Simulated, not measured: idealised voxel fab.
The following process module bears the name voxel capacitor over wiring.
We display cut, a cross-section 270 nm in width whose square cells are each 5 nm.
Each cross-section below is a grid of square cells, stated as bands in top-down order, with one or more rows of cells making up each band. Band: top and bottom heights (nm) first, top before bottom; then materials from left to right, widths in nm. "throughout" marks a sole material filling the band edge to edge. "air" denotes empty space. Heights are expressed relative to 0, this being the level below which the as-received wafer comprises one material exclusively. The lowest band is unbounded in the downward direction and is denoted as in "0 and below". It should be noted that a width expressed as "30->40" varies in equal increments from row to row of cells within the band, taking the value of the first number at the top row and that of the second number at the bottom row. Step marked "remained the same"? Then no cell in the cross-section changed in it. The entry titled "Sealed void inventory" provides the empty spaces that have no open way to the top, restricted to those of 8 cells or more. Each is presented as width x height at distance, the distance being measured from the left edge, with all three in nm. after a step's settings: what the simulator itself notes on the step. "overlay nm" denotes, for a step that has a mask, the displacement of the mask to the right of its planned place, with negative values corresponding to the left.

[Set out below are the planned steps of the process]
- 1: RECEIVE, material Si
- 2: CONFORMAL_DEP, material SiO2, thk nm 15
- 3: CONFORMAL_DEP, material SiN, thk nm 5
- 4: DIRECTIONAL_DEP, material SiO2, thk nm 20
- 5: PATTERN, tone open, mask id METAL_1, material resist, width nm 30, pitch nm 90, thk nm 20, overlay nm 0
- 6: DIRECTIONAL_ETCH, etch materials SiO2, depth nm 20
- 7: DIRECTIONAL_ETCH, etch materials SiN, depth nm 5
- 8: STRIP, etch materials resist
- 9: CONFORMAL_DEP, material TiN, thk nm 5
- 10: FILL_DEP, material Ru, thk nm 10
- 11: CMP, height nm 40
- 12: EPI, material Ru, thk nm 5
- 13: FILL_DEP, material SiCN, thk nm 5
- 14: DIRECTIONAL_DEP, material lowk, thk nm 15
- 15: DIRECTIONAL_DEP, material aC, thk nm 10
- 16: PATTERN, tone open, mask id PLUG_1, material resist, width nm 15, thk nm 25, overlay nm 0
- 17: DIRECTIONAL_ETCH, etch materials aC, depth nm 10
- 18: STRIP, etch materials resist
- 19: DIRECTIONAL_ETCH, etch materials lowk, depth nm 15
- 20: DIRECTIONAL_ETCH, etch materials SiCN, depth nm 5
- 21: STRIP, etch materials aC
- 22: CONFORMAL_DEP, material TiN, thk nm 5
- 23: FILL_DEP, material Cu, thk nm 5
- 24: CMP, height nm 65
- 25: DIRECTIONAL_DEP, material TiN, thk nm 5
- 26: DIRECTIONAL_DEP, material Al2O3, thk nm 5
- 27: DIRECTIONAL_DEP, material TiN, thk nm 10
- 28: DIRECTIONAL_DEP, material aC, thk nm 15
- 29: PATTERN, tone cover, mask id UPPER_PLATE, material resist, width nm 65, thk nm 35, overlay nm 0
- 30: DIRECTIONAL_ETCH, etch materials aC, depth nm 15
- 31: STRIP, etch materials resist
- 32: DIRECTIONAL_ETCH, etch materials TiN, depth nm 10
- 33: DIRECTIONAL_ETCH, etch materials Al2O3, depth nm 5
- 34: STRIP, etch materials aC
- 35: PATTERN, tone cover, mask id LOWER_PLATE, material resist, width nm 75, thk nm 20, overlay nm 0
- 36: DIRECTIONAL_ETCH, etch materials TiN, depth nm 5
- 37: STRIP, etch materials resist
- 38: FILL_DEP, material SiO2, thk nm 15
- 39: CMP, height nm 95
- 40: MASKED_ETCH, tone open, mask id PLUG_2, width nm 15, etch materials SiO2, depth nm 10, overlay nm 0
- 41: CONFORMAL_DEP, material TiN, thk nm 5
- 42: FILL_DEP, material Cu, thk nm 10
- 43: CMP, height nm 95
- 44: CONFORMAL_DEP, material SiCN, thk nm 5

[Cross-section, incoming material, after step 1]
- 0 and below | Si throughout
- Sealed void inventory: none

[Cross-section, first of two wafers, end of module, run as planned]
- 100 down to 95 | SiCN throughout
- 95 down to 90 | SiO2 (100); TiN (5); Cu (5); TiN (5); SiO2 (155)
- 90 down to 85 | SiO2 (100); TiN (15); SiO2 (155)
- 85 down to 75 | SiO2 (90); TiN (65); SiO2 (115)
- 75 down to 70 | SiO2 (90); Al2O3 (65); SiO2 (115)
- 70 down to 65 | SiO2 (85); TiN (75); SiO2 (110)
- 65 down to 50 | lowk (90); TiN (5); Cu (5); TiN (5); lowk (165)
- 50 down to 45 | SiCN (90); TiN (15); SiCN (165)
- 45 down to 40 | SiCN (70); Ru (40); SiCN (50); Ru (40); SiCN (70)
- 40 down to 20 | SiO2 (75); TiN (5); Ru (20); TiN (5); SiO2 (60); TiN (5); Ru (20); TiN (5); SiO2 (75)
- 20 down to 15 | SiN (75); TiN (30); SiN (60); TiN (30); SiN (75)
- 15 down to 0 | SiO2 throughout
- 0 and below | Si throughout
- Sealed void inventory: none

[What the second wafer looks like in cross-section once the module is done. Its start and its plan matched the first wafer's exactly; what differed was one mistake in how it was run]
- 100 down to 95 | SiCN throughout
- 95 down to 90 | SiO2 (100); TiN (5); Cu (5); TiN (5); SiO2 (155)
- 90 down to 85 | SiO2 (100); TiN (15); SiO2 (155)
- 85 down to 75 | SiO2 (90); TiN (65); SiO2 (115)
- 75 down to 70 | SiO2 (90); Al2O3 (65); SiO2 (115)
- 70 down to 65 | SiO2 (85); TiN (75); SiO2 (110)
- 65 down to 50 | lowk (90); TiN (5); Cu (5); TiN (5); lowk (165)
- 50 down to 45 | SiCN (90); TiN (15); SiCN (165)
- 45 down to 40 | SiCN (70); Ru (40); SiCN (50); Ru (40); SiCN (70)
- 40 down to 25 | SiO2 (75); TiN (5); Ru (20); TiN (5); SiO2 (60); TiN (5); Ru (20); TiN (5); SiO2 (75)
- 25 down to 20 | SiO2 (75); TiN (30); SiO2 (60); TiN (30); SiO2 (75)
- 20 down to 0 | SiO2 throughout
- 0 and below | Si throughout
- Sealed void inventory: none
The mistake made against the process plan was this: so step 3 ended up running with a different setting than we planned, it ran as CONFORMAL_DEP, material SiO2, thk nm 5
Looking at both finished wafers in cells, the second ends up ahead of or behind the first on some materials: -8 Ru, -42 SiN, +54 SiO2, -4 TiN
